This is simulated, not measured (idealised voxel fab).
process module | voxel air gaps
cross-section cut | 295 nm wide | cells 5 nm
A cross-section is a grid of square cells, given in bands from the top down. A band is one or more rows of cells.
Each band's line starts with the height of the band's top and of its bottom, in nm. Then come its materials from left to right, each with its width in nm. One material with "throughout" fills the band from edge to edge. "air" is empty space.
Height 0 is the level under which the wafer as received is all one material. The lowest band goes on downwards, as in "0 down".
A width such as "30 to 40" changes by the same amount from each row of cells to the next, from the band's top row to its bottom row.
"no change" after a step means that no cell of the cross-section changed.
closed voids: empty space of 8 cells or more with no open way to the top, each as width x height at its distance from the left edge, in nm
after a step's settings: what the simulator itself notes on the step
overlay nm, on a step with a mask: how far to the right of its planned place the mask lay; to the left if negative
plan
1 op RECEIVE | material Si
2 op CONFORMAL_DEP | material SiO2 | thk nm 15
3 op CONFORMAL_DEP | material SiN | thk nm 5
4 op DIRECTIONAL_DEP | material lowk | thk nm 35
5 op MASKED_ETCH | tone open | mask id LINES | width nm 20 | pitch nm 50 | etch materials lowk | depth nm 35 | overlay nm 0
6 op CONFORMAL_DEP | material TiN | thk nm 5
7 op FILL_DEP | material Cu | thk nm 5
8 op CMP | height nm 55
9 op EPI | material Ru | thk nm 10
10 op SELECTIVE_ETCH | etch materials lowk | depth nm 45
11 op CONFORMAL_DEP | material SiN | thk nm 5
first wafer, as planned
as received, after step 1
  0 down: Si throughout
  closed voids: none
after step 2
  15 to 0: SiO2 throughout
  below 0: unchanged
after step 3
  20 to 15: SiN throughout
  below 15: unchanged
after step 4
  55 to 20: lowk throughout
  below 20: unchanged
after step 5
  55 to 20: lowk 85 | air 20 | lowk 30 | air 20 | lowk 30 | air 20 | lowk 90
  below 20: unchanged
after step 6
  60 to 55: TiN 90 | air 10 | TiN 40 | air 10 | TiN 40 | air 10 | TiN 95
  55 to 25: lowk 85 | TiN 5 | air 10 | TiN 5 | lowk 30 | TiN 5 | air 10 | TiN 5 | lowk 30 | TiN 5 | air 10 | TiN 5 | lowk 90
  25 to 20: lowk 85 | TiN 20 | lowk 30 | TiN 20 | lowk 30 | TiN 20 | lowk 90
  below 20: unchanged
after step 7
  65 to 60: Cu throughout
  60 to 55: TiN 90 | Cu 10 | TiN 40 | Cu 10 | TiN 40 | Cu 10 | TiN 95
  55 to 25: lowk 85 | TiN 5 | Cu 10 | TiN 5 | lowk 30 | TiN 5 | Cu 10 | TiN 5 | lowk 30 | TiN 5 | Cu 10 | TiN 5 | lowk 90
  below 25: unchanged
after step 8
  55 to 25: lowk 85 | TiN 5 | Cu 10 | TiN 5 | lowk 30 | TiN 5 | Cu 10 | TiN 5 | lowk 30 | TiN 5 | Cu 10 | TiN 5 | lowk 90
  below 25: unchanged
after step 9
  65 to 55: air 75 | Ru 40 | air 10 | Ru 40 | air 10 | Ru 40 | air 80
  below 55: unchanged
after step 10
  65 to 55: air 75 | Ru 40 | air 10 | Ru 40 | air 10 | Ru 40 | air 80
  55 to 25: air 85 | TiN 5 | Cu 10 | TiN 5 | air 30 | TiN 5 | Cu 10 | TiN 5 | air 30 | TiN 5 | Cu 10 | TiN 5 | air 90
  25 to 20: air 85 | TiN 20 | air 30 | TiN 20 | air 30 | TiN 20 | air 90
  below 20: unchanged
after step 11
  70 to 65: air 70 | SiN 150 | air 75
  65 to 55: air 70 | SiN 5 | Ru 40 | SiN 10 | Ru 40 | SiN 10 | Ru 40 | SiN 5 | air 75
  55 to 50: air 70 | SiN 15 | TiN 5 | Cu 10 | TiN 5 | SiN 30 | TiN 5 | Cu 10 | TiN 5 | SiN 30 | TiN 5 | Cu 10 | TiN 5 | SiN 15 | air 75
  50 to 25: air 80 | SiN 5 | TiN 5 | Cu 10 | TiN 5 | SiN 5 | air 20 | SiN 5 | TiN 5 | Cu 10 | TiN 5 | SiN 5 | air 20 | SiN 5 | TiN 5 | Cu 10 | TiN 5 | SiN 5 | air 85
  25 to 20: SiN 85 | TiN 20 | SiN 30 | TiN 20 | SiN 30 | TiN 20 | SiN 90
  below 20: unchanged
  closed voids: 20 x 25 at 110; 20 x 25 at 160
second wafer: like start, like plan, one mistake. Through step 4 it matches the first wafer
when step 5 should have ended
  55 to 20: lowk 95 | air 20 | lowk 30 | air 20 | lowk 30 | air 20 | lowk 80
  below 20: unchanged
when step 6 should have ended
  60 to 55: TiN 100 | air 10 | TiN 40 | air 10 | TiN 40 | air 10 | TiN 85
  55 to 25: lowk 95 | TiN 5 | air 10 | TiN 5 | lowk 30 | TiN 5 | air 10 | TiN 5 | lowk 30 | TiN 5 | air 10 | TiN 5 | lowk 80
  25 to 20: lowk 95 | TiN 20 | lowk 30 | TiN 20 | lowk 30 | TiN 20 | lowk 80
  below 20: unchanged
when step 7 should have ended
  65 to 60: Cu throughout
  60 to 55: TiN 100 | Cu 10 | TiN 40 | Cu 10 | TiN 40 | Cu 10 | TiN 85
  55 to 25: lowk 95 | TiN 5 | Cu 10 | TiN 5 | lowk 30 | TiN 5 | Cu 10 | TiN 5 | lowk 30 | TiN 5 | Cu 10 | TiN 5 | lowk 80
  below 25: unchanged
when step 8 should have ended
  55 to 25: lowk 95 | TiN 5 | Cu 10 | TiN 5 | lowk 30 | TiN 5 | Cu 10 | TiN 5 | lowk 30 | TiN 5 | Cu 10 | TiN 5 | lowk 80
  below 25: unchanged
when step 9 should have ended
  65 to 55: air 85 | Ru 40 | air 10 | Ru 40 | air 10 | Ru 40 | air 70
  below 55: unchanged
when step 10 should have ended
  65 to 55: air 85 | Ru 40 | air 10 | Ru 40 | air 10 | Ru 40 | air 70
  55 to 25: air 95 | TiN 5 | Cu 10 | TiN 5 | air 30 | TiN 5 | Cu 10 | TiN 5 | air 30 | TiN 5 | Cu 10 | TiN 5 | air 80
  25 to 20: air 95 | TiN 20 | air 30 | TiN 20 | air 30 | TiN 20 | air 80
  below 20: unchanged
when step 11 should have ended
  70 to 65: air 80 | SiN 150 | air 65
  65 to 55: air 80 | SiN 5 | Ru 40 | SiN 10 | Ru 40 | SiN 10 | Ru 40 | SiN 5 | air 65
  55 to 50: air 80 | SiN 15 | TiN 5 | Cu 10 | TiN 5 | SiN 30 | TiN 5 | Cu 10 | TiN 5 | SiN 30 | TiN 5 | Cu 10 | TiN 5 | SiN 15 | air 65
  50 to 25: air 90 | SiN 5 | TiN 5 | Cu 10 | TiN 5 | SiN 5 | air 20 | SiN 5 | TiN 5 | Cu 10 | TiN 5 | SiN 5 | air 20 | SiN 5 | TiN 5 | Cu 10 | TiN 5 | SiN 5 | air 75
  25 to 20: SiN 95 | TiN 20 | SiN 30 | TiN 20 | SiN 30 | TiN 20 | SiN 80
  below 20: unchanged
  closed voids: 20 x 25 at 120; 20 x 25 at 170
what went wrong: step 5 ran as: op MASKED_ETCH | tone open | mask id LINES | width nm 20 | pitch nm 50 | etch materials lowk | depth nm 35 | overlay nm 10
at the end the second wafer has, in cells: as many of each material as the first, in other places
